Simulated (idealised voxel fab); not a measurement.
The process module that follows is named voxel gate over fins.
We display cut, a cross-section 250 nm in width whose square cells are each 5 nm.
Notation: cross-section as square-cell grid; stated in bands, top first, going down; one or more cell rows per band. Band: top height; bottom height; in nm. Then, left to right: material with width in nm, for each material. "everywhere": a single material spanning edge to edge. "empty": empty space. The reference from which all heights are counted is 0, the level beneath which the as-received wafer is entirely one material; the lowest band, having no lower bound, proceeds downward and is written after the example "top 0, no bottom". Think of "30->40" as a width that walks from the first number to the second as you go down the band, top row to bottom row, taking equal-sized steps from row to row. No cell of the cross-section changed in a step that is given as "all unchanged". "Fully sealed voids" lists enclosed empty spaces (at least 8 cells, no open path upward to the top), each as width x height at distance from the left edge, in nm. Formally, on a step line, whatever follows the settings is a remark that the simulator itself makes on the step. overlay nm, on a step with a mask: how far to the right of its planned place the mask lay; to the left if negative.

-- Planned process steps
1 RECEIVE (material Si)
2 CONFORMAL_DEP (material SiN; thk nm 10)
3 DIRECTIONAL_DEP (material aC; thk nm 15)
4 PATTERN (tone cover; mask id FINS; material resist; width nm 15; pitch nm 35; thk nm 35; overlay nm 0)
5 DIRECTIONAL_ETCH (etch materials aC; depth nm 15)
6 STRIP (etch materials resist)
7 DIRECTIONAL_ETCH (etch materials SiN; depth nm 10)
8 DIRECTIONAL_ETCH (etch materials Si; depth nm 30)
9 STRIP (etch materials aC)
10 OXIDIZE (depth nm 5)
11 FILL_DEP (material SiO2; thk nm 5)
12 CMP (height nm 10)
13 SELECTIVE_ETCH (etch materials SiO2; depth nm 25)
14 STRIP (etch materials SiN)
15 CONFORMAL_DEP (material HfO2; thk nm 5)
16 CONFORMAL_DEP (material TiN; thk nm 5)
17 FILL_DEP (material W; thk nm 15)
18 CMP (height nm 20)
19 CONFORMAL_DEP (material SiCN; thk nm 5)

-- Shown in cross-section is the wafer as received, that is, as it stands after step 1
top 0, no bottom = Si everywhere
Fully sealed voids: none

-- Final cross-section, module run with one mistake (start and plan as above)
top 25, bottom 20 = SiCN everywhere
top 20, bottom 10 = W everywhere
top 10, bottom 5 = W (95) | TiN (25) | W (10) | TiN (25) | W (95)
top 5, bottom 0 = W (95) | TiN (5) | HfO2 (15) | TiN (5) | W (10) | TiN (5) | HfO2 (15) | TiN (5) | W (95)
top 0, bottom -5 = W (95) | TiN (5) | HfO2 (5) | Si (5) | HfO2 (5) | TiN (5) | W (10) | TiN (5) | HfO2 (5) | Si (5) | HfO2 (5) | TiN (5) | W (95)
top -5, bottom -10 = TiN (100) | HfO2 (5) | Si (5) | HfO2 (5) | TiN (20) | HfO2 (5) | Si (5) | HfO2 (5) | TiN (100)
top -10, bottom -15 = HfO2 (105) | Si (5) | HfO2 (30) | Si (5) | HfO2 (105)
top -15, bottom -25 = SiO2 (105) | Si (5) | SiO2 (30) | Si (5) | SiO2 (105)
top -25, no bottom = Si everywhere
Fully sealed voids: none
Error vs. plan: note that step 8 departed from the planned setting and was carried out as DIRECTIONAL_ETCH (etch materials Si; depth nm 20)
